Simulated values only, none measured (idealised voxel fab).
You're looking at the process module voxel wiring stack.
Square cells of 5 nm make up the cross-section cut, whose width is 230 nm.
Reading order for cross-sections: top band down to bottom band. Underlying form: a grid of square cells. Band size: one or more rows of cells. This entry defines a band. It first specifies the height of the band's top and the height of its bottom in nm, and then specifies the band's materials from left to right, stating each material with its width in nm. The word "everywhere" identifies a single material that fills the band from edge to edge, while the word "empty" identifies empty space. The reference from which all heights are counted is 0, the level beneath which the as-received wafer is entirely one material; the lowest band, having no lower bound, proceeds downward and is written after the example "top 0, no bottom". Top row gets the first number, bottom row gets the second, and each row in between changes by the same step: that is how a band width like "30 to 40" works. The designation "left unchanged", where it is given for a processing step, indicates that no cell of the cross-section was altered in the course of that step. For the entry "Voids lacking openings", the listed items are empty spaces with no open way to the top whose size is 8 cells or more; each item follows the pattern width x height at distance, where distance is from the left edge and all three are in nm. If you see something after the settings on a step's line, that's the simulator's own remark about that step. The line of a step may include "overlay nm". On a step with a mask, this value is how far to the right of its planned place the mask lay. A negative value means the mask lay to the left.
Process steps (planned):
1,RECEIVE [material Si]
2,CONFORMAL_DEP [material SiO2] [thk nm 10]
3,DIRECTIONAL_DEP [material TiN] [thk nm 5]
4,DIRECTIONAL_DEP [material Ru] [thk nm 25]
5,PATTERN [tone cover] [mask id METAL_1] [material resist] [width nm 20] [pitch nm 35] [thk nm 15] [overlay nm 0]
6,DIRECTIONAL_ETCH [etch materials Ru] [depth nm 25]
7,DIRECTIONAL_ETCH [etch materials TiN] [depth nm 5]
8,STRIP [etch materials resist]
9,CONFORMAL_DEP [material SiCN] [thk nm 5]
10,FILL_DEP [material SiO2] [thk nm 10]
11,CMP [height nm 40]
12,CONFORMAL_DEP [material SiCN] [thk nm 5]
13,DIRECTIONAL_DEP [material SiO2] [thk nm 20]
14,MASKED_ETCH [tone open] [mask id PLUG_1] [width nm 15] [pitch nm 70] [etch materials SiO2] [depth nm 20] [overlay nm 0]
15,MASKED_ETCH [tone open] [mask id PLUG_1] [width nm 15] [pitch nm 70] [etch materials SiCN] [depth nm 5] [overlay nm 0]
16,EPI [material Ru] [thk nm 10]
17,EPI [material Ru] [thk nm 10]
18,EPI [material Ru] [thk nm 5]
19,CONFORMAL_DEP [material SiCN] [thk nm 5]
20,DIRECTIONAL_DEP [material SiO2] [thk nm 15]
21,DIRECTIONAL_DEP [material aC] [thk nm 10]
22,PATTERN [tone open] [mask id METAL_2] [material resist] [width nm 20] [pitch nm 35] [thk nm 25] [overlay nm 0]
23,DIRECTIONAL_ETCH [etch materials aC] [depth nm 10]
24,STRIP [etch materials resist]
25,DIRECTIONAL_ETCH [etch materials SiO2] [depth nm 15]
26,DIRECTIONAL_ETCH [etch materials SiCN] [depth nm 5]
27,STRIP [etch materials aC]
28,CONFORMAL_DEP [material TiN] [thk nm 5]
29,FILL_DEP [material Ru] [thk nm 10]
30,CMP [height nm 85]
31,CONFORMAL_DEP [material SiCN] [thk nm 5]
32,DIRECTIONAL_DEP [material SiO2] [thk nm 20]
33,PATTERN [tone open] [mask id PLUG_2] [material resist] [width nm 15] [pitch nm 70] [thk nm 20] [overlay nm 0]
34,DIRECTIONAL_ETCH [etch materials SiO2] [depth nm 20]
35,DIRECTIONAL_ETCH [etch materials SiCN] [depth nm 5]
36,STRIP [etch materials resist]
37,CONFORMAL_DEP [material TiN] [thk nm 5]
38,FILL_DEP [material Ru] [thk nm 5]
39,CMP [height nm 110]
40,CONFORMAL_DEP [material SiN] [thk nm 5]
41,DIRECTIONAL_DEP [material lowk] [thk nm 20]
42,PATTERN [tone open] [mask id METAL_3] [material resist] [width nm 20] [pitch nm 35] [thk nm 15] [overlay nm 0]
43,DIRECTIONAL_ETCH [etch materials lowk] [depth nm 20]
44,DIRECTIONAL_ETCH [etch materials SiN] [depth nm 5]
45,STRIP [etch materials resist]
46,CONFORMAL_DEP [material TiN] [thk nm 5]
47,FILL_DEP [material Cu] [thk nm 5]
48,CMP [height nm 135]
49,CONFORMAL_DEP [material SiCN] [thk nm 5]
50,DIRECTIONAL_DEP [material lowk] [thk nm 25]
51,MASKED_ETCH [tone open] [mask id METAL_4_HOLES] [width nm 15] [pitch nm 35] [etch materials lowk] [depth nm 25] [overlay nm 0]
52,MASKED_ETCH [tone open] [mask id METAL_4] [width nm 20] [pitch nm 35] [etch materials lowk] [depth nm 15] [overlay nm 0]
53,MASKED_ETCH [tone open] [mask id METAL_4] [width nm 20] [pitch nm 35] [etch materials SiCN] [depth nm 5] [overlay nm 0]
54,CONFORMAL_DEP [material TiN] [thk nm 5]
55,FILL_DEP [material Cu] [thk nm 10]
56,CMP [height nm 165]
57,CONFORMAL_DEP [material SiCN] [thk nm 5]
First wafer of two (run as planned):
Shown in cross-section is the wafer as received, that is, as it stands after step 1:
    top 0, no bottom  Si everywhere
    Voids lacking openings: none
Sectional view: wafer, after step 2:
    top 10, bottom 0  SiO2 everywhere
    Below 0, no change.
Sectional view: wafer, after step 3:
    top 15, bottom 10  TiN everywhere
    Below 10, no change.
Sectional view: wafer, after step 4:
    top 40, bottom 15  Ru everywhere
    Below 15, no change.
Sectional view: wafer, after step 5:
    top 55, bottom 40  50 nm empty | 20 nm resist | 15 nm empty | 20 nm resist | 15 nm empty | 20 nm resist | 15 nm empty | 20 nm resist | 55 nm empty
    Below 40, no change.
Sectional view: wafer, after step 6:
    top 55, bottom 40  50 nm empty | 20 nm resist | 15 nm empty | 20 nm resist | 15 nm empty | 20 nm resist | 15 nm empty | 20 nm resist | 55 nm empty
    top 40, bottom 15  50 nm empty | 20 nm Ru | 15 nm empty | 20 nm Ru | 15 nm empty | 20 nm Ru | 15 nm empty | 20 nm Ru | 55 nm empty
    Below 15, no change.
Sectional view: wafer, after step 7:
    top 55, bottom 40  50 nm empty | 20 nm resist | 15 nm empty | 20 nm resist | 15 nm empty | 20 nm resist | 15 nm empty | 20 nm resist | 55 nm empty
    top 40, bottom 15  50 nm empty | 20 nm Ru | 15 nm empty | 20 nm Ru | 15 nm empty | 20 nm Ru | 15 nm empty | 20 nm Ru | 55 nm empty
    top 15, bottom 10  50 nm empty | 20 nm TiN | 15 nm empty | 20 nm TiN | 15 nm empty | 20 nm TiN | 15 nm empty | 20 nm TiN | 55 nm empty
    Below 10, no change.
Sectional view: wafer, after step 8:
    top 40, bottom 15  50 nm empty | 20 nm Ru | 15 nm empty | 20 nm Ru | 15 nm empty | 20 nm Ru | 15 nm empty | 20 nm Ru | 55 nm empty
    Below 15, no change.
Sectional view: wafer, after step 9:
    top 45, bottom 40  45 nm empty | 30 nm SiCN | 5 nm empty | 30 nm SiCN | 5 nm empty | 30 nm SiCN | 5 nm empty | 30 nm SiCN | 50 nm empty
    top 40, bottom 15  45 nm empty | 5 nm SiCN | 20 nm Ru | 5 nm SiCN | 5 nm empty | 5 nm SiCN | 20 nm Ru | 5 nm SiCN | 5 nm empty | 5 nm SiCN | 20 nm Ru | 5 nm SiCN | 5 nm empty | 5 nm SiCN | 20 nm Ru | 5 nm SiCN | 50 nm empty
    top 15, bottom 10  50 nm SiCN | 20 nm TiN | 15 nm SiCN | 20 nm TiN | 15 nm SiCN | 20 nm TiN | 15 nm SiCN | 20 nm TiN | 55 nm SiCN
    Below 10, no change.
Sectional view: wafer, after step 10:
    top 55, bottom 45  SiO2 everywhere
    top 45, bottom 40  45 nm SiO2 | 30 nm SiCN | 5 nm SiO2 | 30 nm SiCN | 5 nm SiO2 | 30 nm SiCN | 5 nm SiO2 | 30 nm SiCN | 50 nm SiO2
    top 40, bottom 15  45 nm SiO2 | 5 nm SiCN | 20 nm Ru | 5 nm SiCN | 5 nm SiO2 | 5 nm SiCN | 20 nm Ru | 5 nm SiCN | 5 nm SiO2 | 5 nm SiCN | 20 nm Ru | 5 nm SiCN | 5 nm SiO2 | 5 nm SiCN | 20 nm Ru | 5 nm SiCN | 50 nm SiO2
    Below 15, no change.
Sectional view: wafer, after step 11:
    top 40, bottom 15  45 nm SiO2 | 5 nm SiCN | 20 nm Ru | 5 nm SiCN | 5 nm SiO2 | 5 nm SiCN | 20 nm Ru | 5 nm SiCN | 5 nm SiO2 | 5 nm SiCN | 20 nm Ru | 5 nm SiCN | 5 nm SiO2 | 5 nm SiCN | 20 nm Ru | 5 nm SiCN | 50 nm SiO2
    Below 15, no change.
Sectional view: wafer, after step 12:
    top 45, bottom 40  SiCN everywhere
    Below 40, no change.
Sectional view: wafer, after step 13:
    top 65, bottom 45  SiO2 everywhere
    Below 45, no change.
Sectional view: wafer, after step 14:
    top 65, bottom 45  50 nm SiO2 | 15 nm empty | 55 nm SiO2 | 15 nm empty | 95 nm SiO2
    Below 45, no change.
Sectional view: wafer, after step 15:
    top 65, bottom 45  50 nm SiO2 | 15 nm empty | 55 nm SiO2 | 15 nm empty | 95 nm SiO2
    top 45, bottom 40  50 nm SiCN | 15 nm empty | 55 nm SiCN | 15 nm empty | 95 nm SiCN
    Below 40, no change.
Sectional view: wafer, after step 16:
    top 65, bottom 50  50 nm SiO2 | 15 nm empty | 55 nm SiO2 | 15 nm empty | 95 nm SiO2
    top 50, bottom 45  50 nm SiO2 | 15 nm Ru | 55 nm SiO2 | 15 nm Ru | 95 nm SiO2
    top 45, bottom 40  50 nm SiCN | 15 nm Ru | 55 nm SiCN | 15 nm Ru | 95 nm SiCN
    Below 40, no change.
Sectional view: wafer, after step 17:
    top 65, bottom 60  50 nm SiO2 | 15 nm empty | 55 nm SiO2 | 15 nm empty | 95 nm SiO2
    top 60, bottom 45  50 nm SiO2 | 15 nm Ru | 55 nm SiO2 | 15 nm Ru | 95 nm SiO2
    Below 45, no change.
Sectional view: wafer, after step 18:
    top 65, bottom 45  50 nm SiO2 | 15 nm Ru | 55 nm SiO2 | 15 nm Ru | 95 nm SiO2
    Below 45, no change.
Sectional view: wafer, after step 19:
    top 70, bottom 65  SiCN everywhere
    Below 65, no change.
Sectional view: wafer, after step 20:
    top 85, bottom 70  SiO2 everywhere
    Below 70, no change.
Sectional view: wafer, after step 21:
    top 95, bottom 85  aC everywhere
    Below 85, no change.
Sectional view: wafer, after step 22:
    top 120, bottom 95  50 nm resist | 20 nm empty | 15 nm resist | 20 nm empty | 15 nm resist | 20 nm empty | 15 nm resist | 20 nm empty | 55 nm resist
    Below 95, no change.
Sectional view: wafer, after step 23:
    top 110, bottom 95  50 nm resist | 20 nm empty | 15 nm resist | 20 nm empty | 15 nm resist | 20 nm empty | 15 nm resist | 20 nm empty | 55 nm resist
    top 95, bottom 85  50 nm aC | 20 nm empty | 15 nm aC | 20 nm empty | 15 nm aC | 20 nm empty | 15 nm aC | 20 nm empty | 55 nm aC
    Below 85, no change.
Sectional view: wafer, after step 24:
    top 95, bottom 85  50 nm aC | 20 nm empty | 15 nm aC | 20 nm empty | 15 nm aC | 20 nm empty | 15 nm aC | 20 nm empty | 55 nm aC
    Below 85, no change.
Sectional view: wafer, after step 25:
    top 95, bottom 85  50 nm aC | 20 nm empty | 15 nm aC | 20 nm empty | 15 nm aC | 20 nm empty | 15 nm aC | 20 nm empty | 55 nm aC
    top 85, bottom 70  50 nm SiO2 | 20 nm empty | 15 nm SiO2 | 20 nm empty | 15 nm SiO2 | 20 nm empty | 15 nm SiO2 | 20 nm empty | 55 nm SiO2
    Below 70, no change.
Sectional view: wafer, after step 26:
    top 95, bottom 85  50 nm aC | 20 nm empty | 15 nm aC | 20 nm empty | 15 nm aC | 20 nm empty | 15 nm aC | 20 nm empty | 55 nm aC
    top 85, bottom 70  50 nm SiO2 | 20 nm empty | 15 nm SiO2 | 20 nm empty | 15 nm SiO2 | 20 nm empty | 15 nm SiO2 | 20 nm empty | 55 nm SiO2
    top 70, bottom 65  50 nm SiCN | 20 nm empty | 15 nm SiCN | 20 nm empty | 15 nm SiCN | 20 nm empty | 15 nm SiCN | 20 nm empty | 55 nm SiCN
    Below 65, no change.
Sectional view: wafer, after step 27:
    top 85, bottom 70  50 nm SiO2 | 20 nm empty | 15 nm SiO2 | 20 nm empty | 15 nm SiO2 | 20 nm empty | 15 nm SiO2 | 20 nm empty | 55 nm SiO2
    Below 70, no change.
Sectional view: wafer, after step 28:
    top 90, bottom 85  55 nm TiN | 10 nm empty | 25 nm TiN | 10 nm empty | 25 nm TiN | 10 nm empty | 25 nm TiN | 10 nm empty | 60 nm TiN
    top 85, bottom 70  50 nm SiO2 | 5 nm TiN | 10 nm empty | 5 nm TiN | 15 nm SiO2 | 5 nm TiN | 10 nm empty | 5 nm TiN | 15 nm SiO2 | 5 nm TiN | 10 nm empty | 5 nm TiN | 15 nm SiO2 | 5 nm TiN | 10 nm empty | 5 nm TiN | 55 nm SiO2
    top 70, bottom 65  50 nm SiCN | 20 nm TiN | 15 nm SiCN | 20 nm TiN | 15 nm SiCN | 20 nm TiN | 15 nm SiCN | 20 nm TiN | 55 nm SiCN
    Below 65, no change.
Sectional view: wafer, after step 29:
    top 100, bottom 90  Ru everywhere
    top 90, bottom 85  55 nm TiN | 10 nm Ru | 25 nm TiN | 10 nm Ru | 25 nm TiN | 10 nm Ru | 25 nm TiN | 10 nm Ru | 60 nm TiN
    top 85, bottom 70  50 nm SiO2 | 5 nm TiN | 10 nm Ru | 5 nm TiN | 15 nm SiO2 | 5 nm TiN | 10 nm Ru | 5 nm TiN | 15 nm SiO2 | 5 nm TiN | 10 nm Ru | 5 nm TiN | 15 nm SiO2 | 5 nm TiN | 10 nm Ru | 5 nm TiN | 55 nm SiO2
    Below 70, no change.
Sectional view: wafer, after step 30:
    top 85, bottom 70  50 nm SiO2 | 5 nm TiN | 10 nm Ru | 5 nm TiN | 15 nm SiO2 | 5 nm TiN | 10 nm Ru | 5 nm TiN | 15 nm SiO2 | 5 nm TiN | 10 nm Ru | 5 nm TiN | 15 nm SiO2 | 5 nm TiN | 10 nm Ru | 5 nm TiN | 55 nm SiO2
    Below 70, no change.
Sectional view: wafer, after step 31:
    top 90, bottom 85  SiCN everywhere
    Below 85, no change.
Sectional view: wafer, after step 32:
    top 110, bottom 90  SiO2 everywhere
    Below 90, no change.
Sectional view: wafer, after step 33:
    top 130, bottom 110  50 nm resist | 15 nm empty | 55 nm resist | 15 nm empty | 95 nm resist
    Below 110, no change.
Sectional view: wafer, after step 34:
    top 130, bottom 110  50 nm resist | 15 nm empty | 55 nm resist | 15 nm empty | 95 nm resist
    top 110, bottom 90  50 nm SiO2 | 15 nm empty | 55 nm SiO2 | 15 nm empty | 95 nm SiO2
    Below 90, no change.
Sectional view: wafer, after step 35:
    top 130, bottom 110  50 nm resist | 15 nm empty | 55 nm resist | 15 nm empty | 95 nm resist
    top 110, bottom 90  50 nm SiO2 | 15 nm empty | 55 nm SiO2 | 15 nm empty | 95 nm SiO2
    top 90, bottom 85  50 nm SiCN | 15 nm empty | 55 nm SiCN | 15 nm empty | 95 nm SiCN
    Below 85, no change.
Sectional view: wafer, after step 36:
    top 110, bottom 90  50 nm SiO2 | 15 nm empty | 55 nm SiO2 | 15 nm empty | 95 nm SiO2
    Below 90, no change.
Sectional view: wafer, after step 37:
    top 115, bottom 110  55 nm TiN | 5 nm empty | 65 nm TiN | 5 nm empty | 100 nm TiN
    top 110, bottom 90  50 nm SiO2 | 5 nm TiN | 5 nm empty | 5 nm TiN | 55 nm SiO2 | 5 nm TiN | 5 nm empty | 5 nm TiN | 95 nm SiO2
    top 90, bottom 85  50 nm SiCN | 15 nm TiN | 55 nm SiCN | 15 nm TiN | 95 nm SiCN
    Below 85, no change.
Sectional view: wafer, after step 38:
    top 120, bottom 115  Ru everywhere
    top 115, bottom 110  55 nm TiN | 5 nm Ru | 65 nm TiN | 5 nm Ru | 100 nm TiN
    top 110, bottom 90  50 nm SiO2 | 5 nm TiN | 5 nm Ru | 5 nm TiN | 55 nm SiO2 | 5 nm TiN | 5 nm Ru | 5 nm TiN | 95 nm SiO2
    Below 90, no change.
Sectional view: wafer, after step 39:
    top 110, bottom 90  50 nm SiO2 | 5 nm TiN | 5 nm Ru | 5 nm TiN | 55 nm SiO2 | 5 nm TiN | 5 nm Ru | 5 nm TiN | 95 nm SiO2
    Below 90, no change.
Sectional view: wafer, after step 40:
    top 115, bottom 110  SiN everywhere
    Below 110, no change.
Sectional view: wafer, after step 41:
    top 135, bottom 115  lowk everywhere
    Below 115, no change.
Sectional view: wafer, after step 42:
    top 150, bottom 135  50 nm resist | 20 nm empty | 15 nm resist | 20 nm empty | 15 nm resist | 20 nm empty | 15 nm resist | 20 nm empty | 55 nm resist
    Below 135, no change.
Sectional view: wafer, after step 43:
    top 150, bottom 135  50 nm resist | 20 nm empty | 15 nm resist | 20 nm empty | 15 nm resist | 20 nm empty | 15 nm resist | 20 nm empty | 55 nm resist
    top 135, bottom 115  50 nm lowk | 20 nm empty | 15 nm lowk | 20 nm empty | 15 nm lowk | 20 nm empty | 15 nm lowk | 20 nm empty | 55 nm lowk
    Below 115, no change.
Sectional view: wafer, after step 44:
    top 150, bottom 135  50 nm resist | 20 nm empty | 15 nm resist | 20 nm empty | 15 nm resist | 20 nm empty | 15 nm resist | 20 nm empty | 55 nm resist
    top 135, bottom 115  50 nm lowk | 20 nm empty | 15 nm lowk | 20 nm empty | 15 nm lowk | 20 nm empty | 15 nm lowk | 20 nm empty | 55 nm lowk
    top 115, bottom 110  50 nm SiN | 20 nm empty | 15 nm SiN | 20 nm empty | 15 nm SiN | 20 nm empty | 15 nm SiN | 20 nm empty | 55 nm SiN
    Below 110, no change.
Sectional view: wafer, after step 45:
    top 135, bottom 115  50 nm lowk | 20 nm empty | 15 nm lowk | 20 nm empty | 15 nm lowk | 20 nm empty | 15 nm lowk | 20 nm empty | 55 nm lowk
    Below 115, no change.
Sectional view: wafer, after step 46:
    top 140, bottom 135  55 nm TiN | 10 nm empty | 25 nm TiN | 10 nm empty | 25 nm TiN | 10 nm empty | 25 nm TiN | 10 nm empty | 60 nm TiN
    top 135, bottom 115  50 nm lowk | 5 nm TiN | 10 nm empty | 5 nm TiN | 15 nm lowk | 5 nm TiN | 10 nm empty | 5 nm TiN | 15 nm lowk | 5 nm TiN | 10 nm empty | 5 nm TiN | 15 nm lowk | 5 nm TiN | 10 nm empty | 5 nm TiN | 55 nm lowk
    top 115, bottom 110  50 nm SiN | 20 nm TiN | 15 nm SiN | 20 nm TiN | 15 nm SiN | 20 nm TiN | 15 nm SiN | 20 nm TiN | 55 nm SiN
    Below 110, no change.
Sectional view: wafer, after step 47:
    top 145, bottom 140  Cu everywhere
    top 140, bottom 135  55 nm TiN | 10 nm Cu | 25 nm TiN | 10 nm Cu | 25 nm TiN | 10 nm Cu | 25 nm TiN | 10 nm Cu | 60 nm TiN
    top 135, bottom 115  50 nm lowk | 5 nm TiN | 10 nm Cu | 5 nm TiN | 15 nm lowk | 5 nm TiN | 10 nm Cu | 5 nm TiN | 15 nm lowk | 5 nm TiN | 10 nm Cu | 5 nm TiN | 15 nm lowk | 5 nm TiN | 10 nm Cu | 5 nm TiN | 55 nm lowk
    Below 115, no change.
Sectional view: wafer, after step 48:
    top 135, bottom 115  50 nm lowk | 5 nm TiN | 10 nm Cu | 5 nm TiN | 15 nm lowk | 5 nm TiN | 10 nm Cu | 5 nm TiN | 15 nm lowk | 5 nm TiN | 10 nm Cu | 5 nm TiN | 15 nm lowk | 5 nm TiN | 10 nm Cu | 5 nm TiN | 55 nm lowk
    Below 115, no change.
Sectional view: wafer, after step 49:
    top 140, bottom 135  SiCN everywhere
    Below 135, no change.
Sectional view: wafer, after step 50:
    top 165, bottom 140  lowk everywhere
    Below 140, no change.
Sectional view: wafer, after step 51:
    top 165, bottom 140  50 nm lowk | 15 nm empty | 20 nm lowk | 15 nm empty | 20 nm lowk | 15 nm empty | 20 nm lowk | 15 nm empty | 60 nm lowk
    Below 140, no change.
Sectional view: wafer, after step 52:
    top 165, bottom 150  50 nm lowk | 20 nm empty | 15 nm lowk | 20 nm empty | 15 nm lowk | 20 nm empty | 15 nm lowk | 20 nm empty | 55 nm lowk
    Below 150, no change.
Sectional view: wafer, after step 53:
    top 165, bottom 150  50 nm lowk | 20 nm empty | 15 nm lowk | 20 nm empty | 15 nm lowk | 20 nm empty | 15 nm lowk | 20 nm empty | 55 nm lowk
    top 150, bottom 140  50 nm lowk | 15 nm empty | 20 nm lowk | 15 nm empty | 20 nm lowk | 15 nm empty | 20 nm lowk | 15 nm empty | 60 nm lowk
    top 140, bottom 135  50 nm SiCN | 15 nm empty | 20 nm SiCN | 15 nm empty | 20 nm SiCN | 15 nm empty | 20 nm SiCN | 15 nm empty | 60 nm SiCN
    Below 135, no change.
Sectional view: wafer, after step 54:
    top 170, bottom 165  55 nm TiN | 10 nm empty | 25 nm TiN | 10 nm empty | 25 nm TiN | 10 nm empty | 25 nm TiN | 10 nm empty | 60 nm TiN
    top 165, bottom 155  50 nm lowk | 5 nm TiN | 10 nm empty | 5 nm TiN | 15 nm lowk | 5 nm TiN | 10 nm empty | 5 nm TiN | 15 nm lowk | 5 nm TiN | 10 nm empty | 5 nm TiN | 15 nm lowk | 5 nm TiN | 10 nm empty | 5 nm TiN | 55 nm lowk
    top 155, bottom 150  50 nm lowk | 5 nm TiN | 5 nm empty | 10 nm TiN | 15 nm lowk | 5 nm TiN | 5 nm empty | 10 nm TiN | 15 nm lowk | 5 nm TiN | 5 nm empty | 10 nm TiN | 15 nm lowk | 5 nm TiN | 5 nm empty | 10 nm TiN | 55 nm lowk
    top 150, bottom 140  50 nm lowk | 5 nm TiN | 5 nm empty | 5 nm TiN | 20 nm lowk | 5 nm TiN | 5 nm empty | 5 nm TiN | 20 nm lowk | 5 nm TiN | 5 nm empty | 5 nm TiN | 20 nm lowk | 5 nm TiN | 5 nm empty | 5 nm TiN | 60 nm lowk
    top 140, bottom 135  50 nm SiCN | 15 nm TiN | 20 nm SiCN | 15 nm TiN | 20 nm SiCN | 15 nm TiN | 20 nm SiCN | 15 nm TiN | 60 nm SiCN
    Below 135, no change.
Sectional view: wafer, after step 55:
    top 180, bottom 170  Cu everywhere
    top 170, bottom 165  55 nm TiN | 10 nm Cu | 25 nm TiN | 10 nm Cu | 25 nm TiN | 10 nm Cu | 25 nm TiN | 10 nm Cu | 60 nm TiN
    top 165, bottom 155  50 nm lowk | 5 nm TiN | 10 nm Cu | 5 nm TiN | 15 nm lowk | 5 nm TiN | 10 nm Cu | 5 nm TiN | 15 nm lowk | 5 nm TiN | 10 nm Cu | 5 nm TiN | 15 nm lowk | 5 nm TiN | 10 nm Cu | 5 nm TiN | 55 nm lowk
    top 155, bottom 150  50 nm lowk | 5 nm TiN | 5 nm Cu | 10 nm TiN | 15 nm lowk | 5 nm TiN | 5 nm Cu | 10 nm TiN | 15 nm lowk | 5 nm TiN | 5 nm Cu | 10 nm TiN | 15 nm lowk | 5 nm TiN | 5 nm Cu | 10 nm TiN | 55 nm lowk
    top 150, bottom 140  50 nm lowk | 5 nm TiN | 5 nm Cu | 5 nm TiN | 20 nm lowk | 5 nm TiN | 5 nm Cu | 5 nm TiN | 20 nm lowk | 5 nm TiN | 5 nm Cu | 5 nm TiN | 20 nm lowk | 5 nm TiN | 5 nm Cu | 5 nm TiN | 60 nm lowk
    Below 140, no change.
Sectional view: wafer, after step 56:
    top 165, bottom 155  50 nm lowk | 5 nm TiN | 10 nm Cu | 5 nm TiN | 15 nm lowk | 5 nm TiN | 10 nm Cu | 5 nm TiN | 15 nm lowk | 5 nm TiN | 10 nm Cu | 5 nm TiN | 15 nm lowk | 5 nm TiN | 10 nm Cu | 5 nm TiN | 55 nm lowk
    Below 155, no change.
Sectional view: wafer, after step 57:
    top 170, bottom 165  SiCN everywhere
    Below 165, no change.
The second wafer was prepared from the same starting point and under the same plan as the first; its processing contained one mistake, and it remains indistinguishable from the first wafer up to and including step 50:
Second wafer cross-section, taken as of the time the plan sets for step 51 to be done:
    top 165, bottom 140  60 nm lowk | 15 nm empty | 20 nm lowk | 15 nm empty | 20 nm lowk | 15 nm empty | 20 nm lowk | 15 nm empty | 50 nm lowk
    Below 140, no change.
Second wafer cross-section, taken as of the time the plan sets for step 52 to be done:
    top 165, bottom 150  50 nm lowk | 25 nm empty | 10 nm lowk | 25 nm empty | 10 nm lowk | 25 nm empty | 10 nm lowk | 25 nm empty | 50 nm lowk
    Below 150, no change.
Second wafer cross-section, taken as of the time the plan sets for step 53 to be done:
    top 165, bottom 150  50 nm lowk | 25 nm empty | 10 nm lowk | 25 nm empty | 10 nm lowk | 25 nm empty | 10 nm lowk | 25 nm empty | 50 nm lowk
    top 150, bottom 140  60 nm lowk | 15 nm empty | 20 nm lowk | 15 nm empty | 20 nm lowk | 15 nm empty | 20 nm lowk | 15 nm empty | 50 nm lowk
    top 140, bottom 135  60 nm SiCN | 10 nm empty | 25 nm SiCN | 10 nm empty | 25 nm SiCN | 10 nm empty | 25 nm SiCN | 10 nm empty | 55 nm SiCN
    Below 135, no change.
Second wafer cross-section, taken as of the time the plan sets for step 54 to be done:
    top 170, bottom 165  55 nm TiN | 15 nm empty | 20 nm TiN | 15 nm empty | 20 nm TiN | 15 nm empty | 20 nm TiN | 15 nm empty | 55 nm TiN
    top 165, bottom 155  50 nm lowk | 5 nm TiN | 15 nm empty | 5 nm TiN | 10 nm lowk | 5 nm TiN | 15 nm empty | 5 nm TiN | 10 nm lowk | 5 nm TiN | 15 nm empty | 5 nm TiN | 10 nm lowk | 5 nm TiN | 15 nm empty | 5 nm TiN | 50 nm lowk
    top 155, bottom 145  50 to 60 nm lowk | 15 to 5 nm TiN | 5 nm empty | 5 nm TiN | 10 to 20 nm lowk | 15 to 5 nm TiN | 5 nm empty | 5 nm TiN | 10 to 20 nm lowk | 15 to 5 nm TiN | 5 nm empty | 5 nm TiN | 10 to 20 nm lowk | 15 to 5 nm TiN | 5 nm empty | 5 nm TiN | 50 nm lowk
    top 145, bottom 140  60 nm lowk | 15 nm TiN | 20 nm lowk | 15 nm TiN | 20 nm lowk | 15 nm TiN | 20 nm lowk | 15 nm TiN | 50 nm lowk
    top 140, bottom 135  60 nm SiCN | 10 nm TiN | 25 nm SiCN | 10 nm TiN | 25 nm SiCN | 10 nm TiN | 25 nm SiCN | 10 nm TiN | 55 nm SiCN
    Below 135, no change.
Second wafer cross-section, taken as of the time the plan sets for step 55 to be done:
    top 180, bottom 170  Cu everywhere
    top 170, bottom 165  55 nm TiN | 15 nm Cu | 20 nm TiN | 15 nm Cu | 20 nm TiN | 15 nm Cu | 20 nm TiN | 15 nm Cu | 55 nm TiN
    top 165, bottom 155  50 nm lowk | 5 nm TiN | 15 nm Cu | 5 nm TiN | 10 nm lowk | 5 nm TiN | 15 nm Cu | 5 nm TiN | 10 nm lowk | 5 nm TiN | 15 nm Cu | 5 nm TiN | 10 nm lowk | 5 nm TiN | 15 nm Cu | 5 nm TiN | 50 nm lowk
    top 155, bottom 145  50 to 60 nm lowk | 15 to 5 nm TiN | 5 nm Cu | 5 nm TiN | 10 to 20 nm lowk | 15 to 5 nm TiN | 5 nm Cu | 5 nm TiN | 10 to 20 nm lowk | 15 to 5 nm TiN | 5 nm Cu | 5 nm TiN | 10 to 20 nm lowk | 15 to 5 nm TiN | 5 nm Cu | 5 nm TiN | 50 nm lowk
    Below 145, no change.
Second wafer cross-section, taken as of the time the plan sets for step 56 to be done:
    top 165, bottom 155  50 nm lowk | 5 nm TiN | 15 nm Cu | 5 nm TiN | 10 nm lowk | 5 nm TiN | 15 nm Cu | 5 nm TiN | 10 nm lowk | 5 nm TiN | 15 nm Cu | 5 nm TiN | 10 nm lowk | 5 nm TiN | 15 nm Cu | 5 nm TiN | 50 nm lowk
    Below 155, no change.
Second wafer cross-section, taken as of the time the plan sets for step 57 to be done:
    top 170, bottom 165  SiCN everywhere
    Below 165, no change.
Short version of what went wrong: step 51 was not run as planned; what actually ran was MASKED_ETCH [tone open] [mask id METAL_4_HOLES] [width nm 15] [pitch nm 35] [etch materials lowk] [depth nm 25] [overlay nm 10]
The final cell counts differ between the wafers, with the second having more or fewer of some materials than the first: 4 more of Cu, 4 more of SiCN, 4 more of TiN, 12 fewer of lowk
